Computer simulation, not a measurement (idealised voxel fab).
process module | voxel spacer lines
cross-section cut | 155 nm wide | cells 5 nm
A cross-section is a grid of square cells, given in bands from the top down. A band is one or more rows of cells.
Each band's line starts with the height of the band's top and of its bottom, in nm. Then come its materials from left to right, each with its width in nm. One material with "throughout" fills the band from edge to edge. "air" is empty space.
Height 0 is the level under which the wafer as received is all one material. The lowest band goes on downwards, as in "0 down".
A width such as "30 to 40" changes by the same amount from each row of cells to the next, from the band's top row to its bottom row.
"no change" after a step means that no cell of the cross-section changed.
closed voids: empty space of 8 cells or more with no open way to the top, each as width x height at its distance from the left edge, in nm
after a step's settings: what the simulator itself notes on the step
overlay nm, on a step with a mask: how far to the right of its planned place the mask lay; to the left if negative
plan
1 op RECEIVE | material Si
2 op CONFORMAL_DEP | material Al2O3 | thk nm 5
3 op DIRECTIONAL_DEP | material SiN | thk nm 10
4 op DIRECTIONAL_DEP | material polySi | thk nm 20
5 op PATTERN | tone cover | mask id MANDREL | material resist | width nm 25 | pitch nm 70 | thk nm 25 | overlay nm 0
6 op DIRECTIONAL_ETCH | etch materials polySi | depth nm 20
7 op STRIP | etch materials resist
8 op CONFORMAL_DEP | material SiO2 | thk nm 10
9 op DIRECTIONAL_ETCH | etch materials SiO2 | depth nm 10
10 op STRIP | etch materials polySi
11 op DIRECTIONAL_ETCH | etch materials SiN | depth nm 10
12 op STRIP | etch materials SiO2
as received, after step 1
  0 down: Si throughout
  closed voids: none
a wafer at the end: this start, this plan, one mistake
  45 to 35: air 20 | Al2O3 45 | air 25 | Al2O3 45 | air 20
  35 to 25: air 20 | Al2O3 10 | polySi 25 | Al2O3 10 | air 25 | Al2O3 10 | polySi 25 | Al2O3 10 | air 20
  25 to 15: Al2O3 30 | polySi 25 | Al2O3 45 | polySi 25 | Al2O3 30
  15 to 5: SiN throughout
  5 to 0: Al2O3 throughout
  0 down: Si throughout
  closed voids: none
what went wrong: step 8 ran as: op CONFORMAL_DEP | material Al2O3 | thk nm 10
